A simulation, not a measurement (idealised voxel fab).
Process module name: voxel self aligned vias
Pictured: cross-section cut, 285 nm wide, on a grid of 5 nm square cells.
A cross-section is written here as square cells arranged in a grid, and it is given in bands from the top down, each band taking up one or more rows of cells.
What a band's entry tells you: where the top is and where the bottom is, as heights in nm, and after that what lies inside, material by material from left to right, each with its width in nm. Empty space is written as the word "air", and a single material marked with the word "all across" occupies the band from edge to edge.
Height datum 0, below which the as-received substrate wafer is one material. Lowest band open at the bottom, running downward: "0 and below".
A two-number width, for instance "30->40", indicates that the width is equal to the first number in the top row of the band and to the second number in the bottom row, and that it changes by a constant amount per row of cells.
For the purposes of this document, the phrase "left unchanged" attached to a step denotes that no cell within the cross-section was modified by that step.
"Non-vented voids" contains a list of empty spaces, each no smaller than 8 cells and without an open way to the top, written in the form width x height at distance with the distance from the left edge and all three in nm.
Note: text after step settings on the step line = simulator remark on that step.
overlay nm: step with mask; distance mask lay right of planned place; negative value = left of planned place.

# Below is the list of planned process steps
- 1: RECEIVE (material Si)
- 2: CONFORMAL_DEP (material SiO2; thk nm 10)
- 3: CONFORMAL_DEP (material SiCN; thk nm 5)
- 4: DIRECTIONAL_DEP (material lowk; thk nm 20)
- 5: DIRECTIONAL_DEP (material aC; thk nm 15)
- 6: PATTERN (tone open; mask id LINES; material resist; width nm 25; pitch nm 55; thk nm 35; overlay nm 0)
- 7: DIRECTIONAL_ETCH (etch materials aC; depth nm 15)
- 8: STRIP (etch materials resist)
- 9: DIRECTIONAL_ETCH (etch materials lowk; depth nm 20)
- 10: STRIP (etch materials aC)
- 11: CONFORMAL_DEP (material TiN; thk nm 5)
- 12: FILL_DEP (material Ru; thk nm 10)
- 13: CMP (height nm 35)
- 14: SELECTIVE_ETCH (etch materials W Ru TiN; depth nm 10)
- 15: FILL_DEP (material SiN; thk nm 10)
- 16: CMP (height nm 35)
- 17: DIRECTIONAL_DEP (material lowk; thk nm 15)
- 18: DIRECTIONAL_DEP (material aC; thk nm 15)
- 19: PATTERN (tone open; mask id VIAS; material resist; width nm 35; pitch nm 110; thk nm 35; overlay nm -15)
- 20: DIRECTIONAL_ETCH (etch materials aC; depth nm 15)
- 21: STRIP (etch materials resist)
- 22: DIRECTIONAL_ETCH (etch materials lowk; depth nm 15)
- 23: DIRECTIONAL_ETCH (etch materials SiN; depth nm 10)
- 24: STRIP (etch materials aC)
- 25: CONFORMAL_DEP (material TiN; thk nm 5)
- 26: FILL_DEP (material W; thk nm 10)
- 27: CMP (height nm 50)
- 28: CONFORMAL_DEP (material SiN; thk nm 5)
It is noted that the wafers described herein are identical at the outset and are distinguished by the overlay nm of step 19; the value stated in the plan corresponds to the first wafer.

# Cross-sectional view of the first of several wafers in the as-received condition, corresponding to the state following step 1
    0 and below  Si all across
    Non-vented voids: none

# End of module: cross-section of the first of several wafers after step 28, the last step
    55 down to 50  SiN all across
    50 down to 40  lowk=55 / TiN=5 / W=25 / TiN=5 / lowk=75 / TiN=5 / W=25 / TiN=5 / lowk=85
    40 down to 35  lowk=55 / TiN=25 / W=5 / TiN=5 / lowk=75 / TiN=25 / W=5 / TiN=5 / lowk=85
    35 down to 30  lowk=75 / TiN=5 / W=5 / TiN=5 / SiN=10 / lowk=30 / SiN=25 / lowk=30 / TiN=5 / W=5 / TiN=5 / SiN=10 / lowk=75
    30 down to 25  lowk=75 / TiN=15 / SiN=10 / lowk=30 / SiN=25 / lowk=30 / TiN=15 / SiN=10 / lowk=75
    25 down to 20  lowk=75 / TiN=5 / Ru=15 / TiN=5 / lowk=30 / TiN=5 / Ru=15 / TiN=5 / lowk=30 / TiN=5 / Ru=15 / TiN=5 / lowk=75
    20 down to 15  lowk=75 / TiN=25 / lowk=30 / TiN=25 / lowk=30 / TiN=25 / lowk=75
    15 down to 10  SiCN all across
    10 down to 0  SiO2 all across
    0 and below  Si all across
    Non-vented voids: none

# Module end, final wafer: cross-section
    55 down to 50  SiN all across
    50 down to 40  lowk=85 / TiN=5 / W=25 / TiN=5 / lowk=75 / TiN=5 / W=25 / TiN=5 / lowk=55
    40 down to 35  lowk=85 / TiN=5 / W=5 / TiN=25 / lowk=75 / TiN=5 / W=5 / TiN=25 / lowk=55
    35 down to 30  lowk=75 / SiN=10 / TiN=5 / W=5 / TiN=5 / lowk=30 / SiN=25 / lowk=30 / SiN=10 / TiN=5 / W=5 / TiN=5 / lowk=75
    30 down to 25  lowk=75 / SiN=10 / TiN=15 / lowk=30 / SiN=25 / lowk=30 / SiN=10 / TiN=15 / lowk=75
    25 down to 20  lowk=75 / TiN=5 / Ru=15 / TiN=5 / lowk=30 / TiN=5 / Ru=15 / TiN=5 / lowk=30 / TiN=5 / Ru=15 / TiN=5 / lowk=75
    20 down to 15  lowk=75 / TiN=25 / lowk=30 / TiN=25 / lowk=30 / TiN=25 / lowk=75
    15 down to 10  SiCN all across
    10 down to 0  SiO2 all across
    0 and below  Si all across
    Non-vented voids: none

# Each row below is a wafer at the end of the module, listing for every material the number of cells it has gained (+) or lost (-) since it was received, followed by its closed voids
overlay nm -15 | +9 Ru | +57 SiCN | +75 SiN | +114 SiO2 | +51 TiN | +24 W | +297 lowk | Non-vented voids: none
overlay nm -10 | +9 Ru | +57 SiCN | +71 SiN | +114 SiO2 | +51 TiN | +28 W | +297 lowk | Non-vented voids: none
overlay nm -5 | +9 Ru | +57 SiCN | +67 SiN | +114 SiO2 | +51 TiN | +32 W | +297 lowk | Non-vented voids: none
overlay nm 0 | +9 Ru | +57 SiCN | +67 SiN | +114 SiO2 | +51 TiN | +32 W | +297 lowk | Non-vented voids: none
overlay nm 5 | +9 Ru | +57 SiCN | +67 SiN | +114 SiO2 | +51 TiN | +32 W | +297 lowk | Non-vented voids: none
overlay nm 10 | +9 Ru | +57 SiCN | +71 SiN | +114 SiO2 | +51 TiN | +28 W | +297 lowk | Non-vented voids: none
overlay nm 15 | +9 Ru | +57 SiCN | +75 SiN | +114 SiO2 | +51 TiN | +24 W | +297 lowk | Non-vented voids: none
